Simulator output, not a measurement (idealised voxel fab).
process module | voxel gate over fins
cross-section cut | 255 nm wide | cells 5 nm
A cross-section is a grid of square cells, given in bands from the top down. A band is one or more rows of cells.
Each band's line starts with the height of the band's top and of its bottom, in nm. Then come its materials from left to right, each with its width in nm. One material with "throughout" fills the band from edge to edge. "air" is empty space.
Height 0 is the level under which the wafer as received is all one material. The lowest band goes on downwards, as in "0 down".
A width such as "30 to 40" changes by the same amount from each row of cells to the next, from the band's top row to its bottom row.
"no change" after a step means that no cell of the cross-section changed.
closed voids: empty space of 8 cells or more with no open way to the top, each as width x height at its distance from the left edge, in nm
after a step's settings: what the simulator itself notes on the step
overlay nm, on a step with a mask: how far to the right of its planned place the mask lay; to the left if negative
plan
1 op RECEIVE | material Si
2 op CONFORMAL_DEP | material SiN | thk nm 10
3 op MASKED_ETCH | tone cover | mask id FINS | width nm 15 | pitch nm 50 | etch materials SiN | depth nm 10 | overlay nm -15
4 op MASKED_ETCH | tone cover | mask id FINS | width nm 15 | pitch nm 50 | etch materials Si | depth nm 35 | overlay nm 0
5 op OXIDIZE | depth nm 5
6 op FILL_DEP | material SiO2 | thk nm 15
7 op CMP | height nm 10
8 op DIRECTIONAL_DEP | material aC | thk nm 10
9 op PATTERN | tone open | mask id RAIL | material resist | width nm 15 | thk nm 30 | overlay nm 0
10 op DIRECTIONAL_ETCH | etch materials aC | depth nm 10
11 op STRIP | etch materials resist
12 op DIRECTIONAL_ETCH | etch materials SiO2 | depth nm 40
13 op STRIP | etch materials aC
14 op CONFORMAL_DEP | material TiN | thk nm 5
15 op FILL_DEP | material W | thk nm 10
16 op CMP | height nm 10
17 op SELECTIVE_ETCH | etch materials W Ru TiN | depth nm 30
18 op FILL_DEP | material SiO2 | thk nm 5
19 op CMP | height nm 10
20 op SELECTIVE_ETCH | etch materials SiO2 | depth nm 20
21 op STRIP | etch materials SiN
22 op CONFORMAL_DEP | material HfO2 | thk nm 5
23 op CONFORMAL_DEP | material TiN | thk nm 5
24 op CONFORMAL_DEP | material TiAl | thk nm 5
25 op CONFORMAL_DEP | material TiN | thk nm 5
26 op FILL_DEP | material W | thk nm 15
27 op CMP | height nm 30
28 op CONFORMAL_DEP | material SiN | thk nm 5
varied across the wafers: overlay nm of step 3. The plan shows the first wafer's value. All wafers start alike
first wafer as received, after step 1
  0 down: Si throughout
  closed voids: none
each wafer at the end: cells of each material gained (+) or lost (-) since it was received, then its closed voids
overlay nm -15 | +59 HfO2 | -350 Si | +51 SiN | +254 SiO2 | +59 TiAl | +120 TiN | +164 W | closed voids: none
overlay nm -10 | +59 HfO2 | -364 Si | +51 SiN | +264 SiO2 | +59 TiAl | +122 TiN | +166 W | closed voids: none
overlay nm -5 | +59 HfO2 | -378 Si | +51 SiN | +276 SiO2 | +59 TiAl | +123 TiN | +167 W | closed voids: none
overlay nm 0 | +59 HfO2 | -392 Si | +51 SiN | +288 SiO2 | +59 TiAl | +123 TiN | +169 W | closed voids: none
overlay nm 5 | +59 HfO2 | -378 Si | +51 SiN | +276 SiO2 | +59 TiAl | +123 TiN | +167 W | closed voids: none
overlay nm 10 | +59 HfO2 | -364 Si | +51 SiN | +264 SiO2 | +59 TiAl | +122 TiN | +166 W | closed voids: none
overlay nm 15 | +59 HfO2 | -350 Si | +51 SiN | +254 SiO2 | +59 TiAl | +120 TiN | +164 W | closed voids: none
